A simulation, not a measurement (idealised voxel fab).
process module | voxel transistor to metal
cross-section cut | 210 nm wide | cells 5 nm
A cross-section is a grid of square cells, given in bands from the top down. A band is one or more rows of cells.
Each band's line starts with the height of the band's top and of its bottom, in nm. Then come its materials from left to right, each with its width in nm. One material with "throughout" fills the band from edge to edge. "air" is empty space.
Height 0 is the level under which the wafer as received is all one material. The lowest band goes on downwards, as in "0 down".
A width such as "30 to 40" changes by the same amount from each row of cells to the next, from the band's top row to its bottom row.
"no change" after a step means that no cell of the cross-section changed.
closed voids: empty space of 8 cells or more with no open way to the top, each as width x height at its distance from the left edge, in nm
after a step's settings: what the simulator itself notes on the step
overlay nm, on a step with a mask: how far to the right of its planned place the mask lay; to the left if negative
plan
1 op RECEIVE | material Si
2 op OXIDIZE | depth nm 5
3 op CONFORMAL_DEP | material SiN | thk nm 10
4 op DIRECTIONAL_DEP | material aC | thk nm 10
5 op PATTERN | tone cover | mask id ACTIVE | material resist | width nm 85 | thk nm 30 | overlay nm 0
6 op DIRECTIONAL_ETCH | etch materials aC | depth nm 10
7 op STRIP | etch materials resist
8 op DIRECTIONAL_ETCH | etch materials SiN | depth nm 10
9 op DIRECTIONAL_ETCH | etch materials SiO2 | depth nm 5
10 op DIRECTIONAL_ETCH | etch materials Si | depth nm 25
11 op STRIP | etch materials aC
12 op OXIDIZE | depth nm 5
13 op FILL_DEP | material SiO2 | thk nm 15
14 op CMP | height nm 10
15 op SELECTIVE_ETCH | etch materials SiO2 | depth nm 5
16 op STRIP | etch materials SiN
17 op SELECTIVE_ETCH | etch materials SiO2 | depth nm 5
18 op OXIDIZE | depth nm 5
19 op DIRECTIONAL_DEP | material polySi | thk nm 25
20 op DIRECTIONAL_DEP | material SiCN | thk nm 10
21 op DIRECTIONAL_DEP | material aC | thk nm 15
22 op PATTERN | tone cover | mask id GATE | material resist | width nm 15 | thk nm 35 | overlay nm 0
23 op DIRECTIONAL_ETCH | etch materials aC | depth nm 15
24 op STRIP | etch materials resist
25 op DIRECTIONAL_ETCH | etch materials SiCN | depth nm 20
26 op DIRECTIONAL_ETCH | etch materials polySi | depth nm 35
27 op STRIP | etch materials aC
28 op CONFORMAL_DEP | material SiO2 | thk nm 5
29 op DIRECTIONAL_ETCH | etch materials SiO2 | depth nm 5
30 op CONFORMAL_DEP | material SiN | thk nm 5
31 op DIRECTIONAL_ETCH | etch materials SiN | depth nm 5
32 op DIRECTIONAL_ETCH | etch materials SiO2 | depth nm 5
33 op EPI | material pSi | thk nm 5
34 op FILL_DEP | material SiO2 | thk nm 10
35 op CMP | height nm 30
36 op DIRECTIONAL_DEP | material SiO2 | thk nm 15
37 op PATTERN | tone open | mask id CONTACT | material resist | width nm 25 | pitch nm 50 | thk nm 20 | overlay nm 0
38 op DIRECTIONAL_ETCH | etch materials SiO2 | depth nm 50
39 op STRIP | etch materials resist
40 op CONFORMAL_DEP | material TiN | thk nm 5
41 op FILL_DEP | material W | thk nm 5
42 op CMP | height nm 45
43 op CONFORMAL_DEP | material SiN | thk nm 5
44 op DIRECTIONAL_DEP | material lowk | thk nm 25
45 op DIRECTIONAL_DEP | material aC | thk nm 10
46 op PATTERN | tone open | mask id METAL_1 | material resist | width nm 15 | pitch nm 60 | thk nm 25 | overlay nm 0
47 op DIRECTIONAL_ETCH | etch materials aC | depth nm 10
48 op STRIP | etch materials resist
49 op DIRECTIONAL_ETCH | etch materials lowk | depth nm 25
50 op DIRECTIONAL_ETCH | etch materials SiN | depth nm 5
51 op STRIP | etch materials aC
52 op CONFORMAL_DEP | material TiN | thk nm 5
53 op FILL_DEP | material W | thk nm 10
54 op CMP | height nm 75
55 op CONFORMAL_DEP | material SiCN | thk nm 5
56 op DIRECTIONAL_DEP | material lowk | thk nm 35
57 op PATTERN | tone open | mask id METAL_2 | material resist | width nm 15 | pitch nm 60 | thk nm 20 | overlay nm 0
58 op DIRECTIONAL_ETCH | etch materials lowk | depth nm 20
59 op STRIP | etch materials resist
60 op PATTERN | tone open | mask id METAL_2_HOLES | material resist | width nm 15 | pitch nm 60 | thk nm 15 | overlay nm 0
61 op DIRECTIONAL_ETCH | etch materials lowk | depth nm 15
62 op DIRECTIONAL_ETCH | etch materials SiCN | depth nm 5
63 op STRIP | etch materials resist
64 op CONFORMAL_DEP | material TiN | thk nm 5
65 op FILL_DEP | material Cu | thk nm 5
66 op CMP | height nm 115
67 op CONFORMAL_DEP | material SiN | thk nm 5
first wafer, as planned
as received, after step 1
  0 down: Si throughout
  closed voids: none
after step 2
  0 to -5: SiO2 throughout
  below -5: unchanged
after step 3
  10 to 0: SiN throughout
  below 0: unchanged
after step 4
  20 to 10: aC throughout
  below 10: unchanged
after step 5
  50 to 20: air 60 | resist 85 | air 65
  below 20: unchanged
after step 6
  40 to 20: air 60 | resist 85 | air 65
  20 to 10: air 60 | aC 85 | air 65
  below 10: unchanged
after step 7
  20 to 10: air 60 | aC 85 | air 65
  below 10: unchanged
after step 8
  20 to 10: air 60 | aC 85 | air 65
  10 to 0: air 60 | SiN 85 | air 65
  below 0: unchanged
after step 9
  20 to 10: air 60 | aC 85 | air 65
  10 to 0: air 60 | SiN 85 | air 65
  0 to -5: air 60 | SiO2 85 | air 65
  below -5: unchanged
after step 10
  20 to 10: air 60 | aC 85 | air 65
  10 to 0: air 60 | SiN 85 | air 65
  0 to -5: air 60 | SiO2 85 | air 65
  -5 to -30: air 60 | Si 85 | air 65
  below -30: unchanged
after step 11
  10 to 0: air 60 | SiN 85 | air 65
  below 0: unchanged
after step 12
  10 to 0: air 60 | SiN 85 | air 65
  0 to -5: air 60 | SiO2 85 | air 65
  -5 to -30: air 60 | SiO2 5 | Si 75 | SiO2 5 | air 65
  -30 to -35: SiO2 65 | Si 75 | SiO2 70
  below -35: unchanged
after step 13
  25 to 10: SiO2 throughout
  10 to 0: SiO2 60 | SiN 85 | SiO2 65
  0 to -5: SiO2 throughout
  -5 to -35: SiO2 65 | Si 75 | SiO2 70
  below -35: unchanged
after step 14
  10 to 0: SiO2 60 | SiN 85 | SiO2 65
  below 0: unchanged
after step 15
  10 to 5: air 60 | SiN 85 | air 65
  below 5: unchanged
after step 16
  5 to 0: SiO2 60 | air 85 | SiO2 65
  below 0: unchanged
after step 17
  0 to -5: SiO2 55 | air 95 | SiO2 60
  below -5: unchanged
after step 18
  0 to -5: SiO2 55 | air 95 | SiO2 60
  -5 to -10: SiO2 throughout
  below -10: unchanged
after step 19
  25 to 20: polySi 55 | air 95 | polySi 60
  20 to 0: polySi throughout
  0 to -5: SiO2 55 | polySi 95 | SiO2 60
  below -5: unchanged
after step 20
  35 to 30: SiCN 55 | air 95 | SiCN 60
  30 to 25: SiCN throughout
  25 to 20: polySi 55 | SiCN 95 | polySi 60
  below 20: unchanged
after step 21
  50 to 45: aC 55 | air 95 | aC 60
  45 to 35: aC throughout
  35 to 30: SiCN 55 | aC 95 | SiCN 60
  below 30: unchanged
after step 22
  85 to 50: air 95 | resist 15 | air 100
  50 to 45: aC 55 | air 40 | resist 15 | air 40 | aC 60
  below 45: unchanged
after step 23
  70 to 45: air 95 | resist 15 | air 100
  45 to 35: air 95 | aC 15 | air 100
  35 to 30: SiCN 55 | air 40 | aC 15 | air 40 | SiCN 60
  below 30: unchanged
after step 24
  45 to 35: air 95 | aC 15 | air 100
  below 35: unchanged
after step 25
  45 to 30: air 95 | aC 15 | air 100
  30 to 25: air 95 | SiCN 15 | air 100
  25 to 20: polySi 55 | air 40 | SiCN 15 | air 40 | polySi 60
  below 20: unchanged
after step 26
  45 to 30: air 95 | aC 15 | air 100
  30 to 20: air 95 | SiCN 15 | air 100
  20 to 0: air 95 | polySi 15 | air 100
  0 to -5: SiO2 55 | air 40 | polySi 15 | air 40 | SiO2 60
  below -5: unchanged
after step 27
  30 to 20: air 95 | SiCN 15 | air 100
  below 20: unchanged
after step 28
  35 to 30: air 90 | SiO2 25 | air 95
  30 to 20: air 90 | SiO2 5 | SiCN 15 | SiO2 5 | air 95
  20 to 5: air 90 | SiO2 5 | polySi 15 | SiO2 5 | air 95
  5 to 0: SiO2 60 | air 30 | SiO2 5 | polySi 15 | SiO2 5 | air 30 | SiO2 65
  0 to -5: SiO2 95 | polySi 15 | SiO2 100
  below -5: unchanged
after step 29
  30 to 20: air 90 | SiO2 5 | SiCN 15 | SiO2 5 | air 95
  20 to 0: air 90 | SiO2 5 | polySi 15 | SiO2 5 | air 95
  0 to -5: SiO2 60 | air 30 | SiO2 5 | polySi 15 | SiO2 5 | air 30 | SiO2 65
  below -5: unchanged
after step 30
  35 to 30: air 85 | SiN 35 | air 90
  30 to 20: air 85 | SiN 5 | SiO2 5 | SiCN 15 | SiO2 5 | SiN 5 | air 90
  20 to 5: air 85 | SiN 5 | SiO2 5 | polySi 15 | SiO2 5 | SiN 5 | air 90
  5 to 0: SiN 65 | air 20 | SiN 5 | SiO2 5 | polySi 15 | SiO2 5 | SiN 5 | air 20 | SiN 70
  0 to -5: SiO2 60 | SiN 30 | SiO2 5 | polySi 15 | SiO2 5 | SiN 30 | SiO2 65
  below -5: unchanged
after step 31
  30 to 20: air 85 | SiN 5 | SiO2 5 | SiCN 15 | SiO2 5 | SiN 5 | air 90
  20 to 0: air 85 | SiN 5 | SiO2 5 | polySi 15 | SiO2 5 | SiN 5 | air 90
  0 to -5: SiO2 60 | SiN 5 | air 20 | SiN 5 | SiO2 5 | polySi 15 | SiO2 5 | SiN 5 | air 20 | SiN 5 | SiO2 65
  below -5: unchanged
after step 32
  30 to 25: air 85 | SiN 5 | air 5 | SiCN 15 | air 5 | SiN 5 | air 90
  25 to 20: air 85 | SiN 5 | SiO2 5 | SiCN 15 | SiO2 5 | SiN 5 | air 90
  20 to 0: air 85 | SiN 5 | SiO2 5 | polySi 15 | SiO2 5 | SiN 5 | air 90
  0 to -5: air 60 | SiN 5 | air 20 | SiN 5 | SiO2 5 | polySi 15 | SiO2 5 | SiN 5 | air 20 | SiN 5 | air 65
  -5 to -10: SiO2 65 | air 20 | SiO2 35 | air 20 | SiO2 70
  below -10: unchanged
after step 33
  30 to 25: air 85 | SiN 5 | air 5 | SiCN 15 | air 5 | SiN 5 | air 90
  25 to 20: air 85 | SiN 5 | SiO2 5 | SiCN 15 | SiO2 5 | SiN 5 | air 90
  20 to 0: air 85 | SiN 5 | SiO2 5 | polySi 15 | SiO2 5 | SiN 5 | air 90
  0 to -5: air 60 | SiN 5 | air 20 | SiN 5 | SiO2 5 | polySi 15 | SiO2 5 | SiN 5 | air 20 | SiN 5 | air 65
  -5 to -10: SiO2 65 | pSi 20 | SiO2 35 | pSi 20 | SiO2 70
  below -10: unchanged
after step 34
  40 to 30: SiO2 throughout
  30 to 20: SiO2 85 | SiN 5 | SiO2 5 | SiCN 15 | SiO2 5 | SiN 5 | SiO2 90
  20 to 0: SiO2 85 | SiN 5 | SiO2 5 | polySi 15 | SiO2 5 | SiN 5 | SiO2 90
  0 to -5: SiO2 60 | SiN 5 | SiO2 20 | SiN 5 | SiO2 5 | polySi 15 | SiO2 5 | SiN 5 | SiO2 20 | SiN 5 | SiO2 65
  below -5: unchanged
after step 35
  30 to 20: SiO2 85 | SiN 5 | SiO2 5 | SiCN 15 | SiO2 5 | SiN 5 | SiO2 90
  below 20: unchanged
after step 36
  45 to 30: SiO2 throughout
  below 30: unchanged
after step 37
  65 to 45: resist 65 | air 25 | resist 25 | air 25 | resist 70
  below 45: unchanged
after step 38
  65 to 45: resist 65 | air 25 | resist 25 | air 25 | resist 70
  45 to 30: SiO2 65 | air 25 | SiO2 25 | air 25 | SiO2 70
  30 to 20: SiO2 65 | air 20 | SiN 5 | SiO2 5 | SiCN 15 | SiO2 5 | SiN 5 | air 20 | SiO2 70
  20 to 0: SiO2 65 | air 20 | SiN 5 | SiO2 5 | polySi 15 | SiO2 5 | SiN 5 | air 20 | SiO2 70
  0 to -5: SiO2 60 | SiN 5 | air 20 | SiN 5 | SiO2 5 | polySi 15 | SiO2 5 | SiN 5 | air 20 | SiN 5 | SiO2 65
  below -5: unchanged
after step 39
  45 to 30: SiO2 65 | air 25 | SiO2 25 | air 25 | SiO2 70
  below 30: unchanged
after step 40
  50 to 45: TiN 70 | air 15 | TiN 35 | air 15 | TiN 75
  45 to 35: SiO2 65 | TiN 5 | air 15 | TiN 5 | SiO2 25 | TiN 5 | air 15 | TiN 5 | SiO2 70
  35 to 30: SiO2 65 | TiN 5 | air 10 | TiN 10 | SiO2 25 | TiN 10 | air 10 | TiN 5 | SiO2 70
  30 to 20: SiO2 65 | TiN 5 | air 10 | TiN 5 | SiN 5 | SiO2 5 | SiCN 15 | SiO2 5 | SiN 5 | TiN 5 | air 10 | TiN 5 | SiO2 70
  20 to 0: SiO2 65 | TiN 5 | air 10 | TiN 5 | SiN 5 | SiO2 5 | polySi 15 | SiO2 5 | SiN 5 | TiN 5 | air 10 | TiN 5 | SiO2 70
  0 to -5: SiO2 60 | SiN 5 | TiN 20 | SiN 5 | SiO2 5 | polySi 15 | SiO2 5 | SiN 5 | TiN 20 | SiN 5 | SiO2 65
  below -5: unchanged
after step 41
  55 to 50: W throughout
  50 to 45: TiN 70 | W 15 | TiN 35 | W 15 | TiN 75
  45 to 35: SiO2 65 | TiN 5 | W 15 | TiN 5 | SiO2 25 | TiN 5 | W 15 | TiN 5 | SiO2 70
  35 to 30: SiO2 65 | TiN 5 | W 10 | TiN 10 | SiO2 25 | TiN 10 | W 10 | TiN 5 | SiO2 70
  30 to 20: SiO2 65 | TiN 5 | W 10 | TiN 5 | SiN 5 | SiO2 5 | SiCN 15 | SiO2 5 | SiN 5 | TiN 5 | W 10 | TiN 5 | SiO2 70
  20 to 0: SiO2 65 | TiN 5 | W 10 | TiN 5 | SiN 5 | SiO2 5 | polySi 15 | SiO2 5 | SiN 5 | TiN 5 | W 10 | TiN 5 | SiO2 70
  below 0: unchanged
after step 42
  45 to 35: SiO2 65 | TiN 5 | W 15 | TiN 5 | SiO2 25 | TiN 5 | W 15 | TiN 5 | SiO2 70
  below 35: unchanged
after step 43
  50 to 45: SiN throughout
  below 45: unchanged
after step 44
  75 to 50: lowk throughout
  below 50: unchanged
after step 45
  85 to 75: aC throughout
  below 75: unchanged
after step 46
  110 to 85: resist 65 | air 15 | resist 45 | air 15 | resist 70
  below 85: unchanged
after step 47
  100 to 85: resist 65 | air 15 | resist 45 | air 15 | resist 70
  85 to 75: aC 65 | air 15 | aC 45 | air 15 | aC 70
  below 75: unchanged
after step 48
  85 to 75: aC 65 | air 15 | aC 45 | air 15 | aC 70
  below 75: unchanged
after step 49
  85 to 75: aC 65 | air 15 | aC 45 | air 15 | aC 70
  75 to 50: lowk 65 | air 15 | lowk 45 | air 15 | lowk 70
  below 50: unchanged
after step 50
  85 to 75: aC 65 | air 15 | aC 45 | air 15 | aC 70
  75 to 50: lowk 65 | air 15 | lowk 45 | air 15 | lowk 70
  50 to 45: SiN 65 | air 15 | SiN 45 | air 15 | SiN 70
  below 45: unchanged
after step 51
  75 to 50: lowk 65 | air 15 | lowk 45 | air 15 | lowk 70
  below 50: unchanged
after step 52
  80 to 75: TiN 70 | air 5 | TiN 55 | air 5 | TiN 75
  75 to 50: lowk 65 | TiN 5 | air 5 | TiN 5 | lowk 45 | TiN 5 | air 5 | TiN 5 | lowk 70
  50 to 45: SiN 65 | TiN 15 | SiN 45 | TiN 15 | SiN 70
  below 45: unchanged
after step 53
  90 to 80: W throughout
  80 to 75: TiN 70 | W 5 | TiN 55 | W 5 | TiN 75
  75 to 50: lowk 65 | TiN 5 | W 5 | TiN 5 | lowk 45 | TiN 5 | W 5 | TiN 5 | lowk 70
  below 50: unchanged
after step 54
  75 to 50: lowk 65 | TiN 5 | W 5 | TiN 5 | lowk 45 | TiN 5 | W 5 | TiN 5 | lowk 70
  below 50: unchanged
after step 55
  80 to 75: SiCN throughout
  below 75: unchanged
after step 56
  115 to 80: lowk throughout
  below 80: unchanged
after step 57
  135 to 115: resist 65 | air 15 | resist 45 | air 15 | resist 70
  below 115: unchanged
after step 58
  135 to 115: resist 65 | air 15 | resist 45 | air 15 | resist 70
  115 to 95: lowk 65 | air 15 | lowk 45 | air 15 | lowk 70
  below 95: unchanged
after step 59
  115 to 95: lowk 65 | air 15 | lowk 45 | air 15 | lowk 70
  below 95: unchanged
after step 60
  130 to 115: resist 65 | air 15 | resist 45 | air 15 | resist 70
  below 115: unchanged
after step 61
  130 to 115: resist 65 | air 15 | resist 45 | air 15 | resist 70
  115 to 80: lowk 65 | air 15 | lowk 45 | air 15 | lowk 70
  below 80: unchanged
after step 62
  130 to 115: resist 65 | air 15 | resist 45 | air 15 | resist 70
  115 to 80: lowk 65 | air 15 | lowk 45 | air 15 | lowk 70
  80 to 75: SiCN 65 | air 15 | SiCN 45 | air 15 | SiCN 70
  below 75: unchanged
after step 63
  115 to 80: lowk 65 | air 15 | lowk 45 | air 15 | lowk 70
  below 80: unchanged
after step 64
  120 to 115: TiN 70 | air 5 | TiN 55 | air 5 | TiN 75
  115 to 80: lowk 65 | TiN 5 | air 5 | TiN 5 | lowk 45 | TiN 5 | air 5 | TiN 5 | lowk 70
  80 to 75: SiCN 65 | TiN 15 | SiCN 45 | TiN 15 | SiCN 70
  below 75: unchanged
after step 65
  125 to 120: Cu throughout
  120 to 115: TiN 70 | Cu 5 | TiN 55 | Cu 5 | TiN 75
  115 to 80: lowk 65 | TiN 5 | Cu 5 | TiN 5 | lowk 45 | TiN 5 | Cu 5 | TiN 5 | lowk 70
  below 80: unchanged
after step 66
  115 to 80: lowk 65 | TiN 5 | Cu 5 | TiN 5 | lowk 45 | TiN 5 | Cu 5 | TiN 5 | lowk 70
  below 80: unchanged
after step 67
  120 to 115: SiN throughout
  below 115: unchanged
second wafer: like start, like plan, one mistake. Through step 45 it matches the first wafer
when step 46 should have ended
  110 to 85: resist 75 | air 15 | resist 45 | air 15 | resist 60
  below 85: unchanged
when step 47 should have ended
  100 to 85: resist 75 | air 15 | resist 45 | air 15 | resist 60
  85 to 75: aC 75 | air 15 | aC 45 | air 15 | aC 60
  below 75: unchanged
when step 48 should have ended
  85 to 75: aC 75 | air 15 | aC 45 | air 15 | aC 60
  below 75: unchanged
when step 49 should have ended
  85 to 75: aC 75 | air 15 | aC 45 | air 15 | aC 60
  75 to 50: lowk 75 | air 15 | lowk 45 | air 15 | lowk 60
  below 50: unchanged
when step 50 should have ended
  85 to 75: aC 75 | air 15 | aC 45 | air 15 | aC 60
  75 to 50: lowk 75 | air 15 | lowk 45 | air 15 | lowk 60
  50 to 45: SiN 75 | air 15 | SiN 45 | air 15 | SiN 60
  below 45: unchanged
when step 51 should have ended
  75 to 50: lowk 75 | air 15 | lowk 45 | air 15 | lowk 60
  below 50: unchanged
when step 52 should have ended
  80 to 75: TiN 80 | air 5 | TiN 55 | air 5 | TiN 65
  75 to 50: lowk 75 | TiN 5 | air 5 | TiN 5 | lowk 45 | TiN 5 | air 5 | TiN 5 | lowk 60
  50 to 45: SiN 75 | TiN 15 | SiN 45 | TiN 15 | SiN 60
  below 45: unchanged
when step 53 should have ended
  90 to 80: W throughout
  80 to 75: TiN 80 | W 5 | TiN 55 | W 5 | TiN 65
  75 to 50: lowk 75 | TiN 5 | W 5 | TiN 5 | lowk 45 | TiN 5 | W 5 | TiN 5 | lowk 60
  below 50: unchanged
when step 54 should have ended
  75 to 50: lowk 75 | TiN 5 | W 5 | TiN 5 | lowk 45 | TiN 5 | W 5 | TiN 5 | lowk 60
  below 50: unchanged
when step 55 should have ended
  80 to 75: SiCN throughout
  below 75: unchanged
when step 56 should have ended
  115 to 80: lowk throughout
  below 80: unchanged
when step 57 should have ended
  135 to 115: resist 65 | air 15 | resist 45 | air 15 | resist 70
  below 115: unchanged
when step 58 should have ended
  135 to 115: resist 65 | air 15 | resist 45 | air 15 | resist 70
  115 to 95: lowk 65 | air 15 | lowk 45 | air 15 | lowk 70
  below 95: unchanged
when step 59 should have ended
  115 to 95: lowk 65 | air 15 | lowk 45 | air 15 | lowk 70
  below 95: unchanged
when step 60 should have ended
  130 to 115: resist 65 | air 15 | resist 45 | air 15 | resist 70
  below 115: unchanged
when step 61 should have ended
  130 to 115: resist 65 | air 15 | resist 45 | air 15 | resist 70
  115 to 80: lowk 65 | air 15 | lowk 45 | air 15 | lowk 70
  below 80: unchanged
when step 62 should have ended
  130 to 115: resist 65 | air 15 | resist 45 | air 15 | resist 70
  115 to 80: lowk 65 | air 15 | lowk 45 | air 15 | lowk 70
  80 to 75: SiCN 65 | air 15 | SiCN 45 | air 15 | SiCN 70
  below 75: unchanged
when step 63 should have ended
  115 to 80: lowk 65 | air 15 | lowk 45 | air 15 | lowk 70
  below 80: unchanged
when step 64 should have ended
  120 to 115: TiN 70 | air 5 | TiN 55 | air 5 | TiN 75
  115 to 80: lowk 65 | TiN 5 | air 5 | TiN 5 | lowk 45 | TiN 5 | air 5 | TiN 5 | lowk 70
  80 to 75: SiCN 65 | TiN 15 | SiCN 45 | TiN 15 | SiCN 70
  below 75: unchanged
when step 65 should have ended
  125 to 120: Cu throughout
  120 to 115: TiN 70 | Cu 5 | TiN 55 | Cu 5 | TiN 75
  115 to 80: lowk 65 | TiN 5 | Cu 5 | TiN 5 | lowk 45 | TiN 5 | Cu 5 | TiN 5 | lowk 70
  below 80: unchanged
when step 66 should have ended
  115 to 80: lowk 65 | TiN 5 | Cu 5 | TiN 5 | lowk 45 | TiN 5 | Cu 5 | TiN 5 | lowk 70
  below 80: unchanged
when step 67 should have ended
  120 to 115: SiN throughout
  below 115: unchanged
what went wrong: step 46 ran as: op PATTERN | tone open | mask id METAL_1 | material resist | width nm 15 | pitch nm 60 | thk nm 25 | overlay nm 10
at the end the second wafer has, in cells: as many of each material as the first, in other places
